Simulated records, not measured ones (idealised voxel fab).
process module | voxel local oxidation
cross-section cut | 210 nm wide | cells 5 nm
A cross-section is a grid of square cells, given in bands from the top down. A band is one or more rows of cells.
Each band's line starts with the height of the band's top and of its bottom, in nm. Then come its materials from left to right, each with its width in nm. One material with "throughout" fills the band from edge to edge. "air" is empty space.
Height 0 is the level under which the wafer as received is all one material. The lowest band goes on downwards, as in "0 down".
A width such as "30 to 40" changes by the same amount from each row of cells to the next, from the band's top row to its bottom row.
"no change" after a step means that no cell of the cross-section changed.
closed voids: empty space of 8 cells or more with no open way to the top, each as width x height at its distance from the left edge, in nm
after a step's settings: what the simulator itself notes on the step
overlay nm, on a step with a mask: how far to the right of its planned place the mask lay; to the left if negative
plan
1 op RECEIVE | material Si
2 op OXIDIZE | depth nm 5
3 op CONFORMAL_DEP | material SiN | thk nm 15
4 op MASKED_ETCH | tone cover | mask id ACTIVE | width nm 95 | etch materials SiN | depth nm 15 | overlay nm 0
5 op SELECTIVE_ETCH | etch materials SiO2 | depth nm 5
6 op OXIDIZE | depth nm 15
7 op STRIP | etch materials SiN
first wafer, as planned
as received, after step 1
  0 down: Si throughout
  closed voids: none
after step 2
  0 to -5: SiO2 throughout
  below -5: unchanged
after step 3
  15 to 0: SiN throughout
  below 0: unchanged
after step 4
  15 to 0: air 55 | SiN 95 | air 60
  below 0: unchanged
after step 5
  15 to 0: air 55 | SiN 95 | air 60
  0 to -5: air 60 | SiO2 85 | air 65
  below -5: unchanged
after step 6
  15 to 0: air 55 | SiN 95 | air 60
  0 to -5: air 60 | SiO2 85 | air 65
  -5 to -20: SiO2 75 | Si 55 | SiO2 80
  below -20: unchanged
after step 7
  0 to -5: air 60 | SiO2 85 | air 65
  below -5: unchanged
second wafer: like start, like plan, one mistake. Through step 2 it matches the first wafer
when step 3 should have ended: no change
when step 4 should have ended: no change
when step 5 should have ended
  -5 down: Si throughout
when step 6 should have ended
  -5 to -20: SiO2 throughout
  below -20: unchanged
when step 7 should have ended: no change
what went wrong: step 3 was left out
at the end the second wafer has, in cells: 33 fewer of Si | 16 more of SiO2
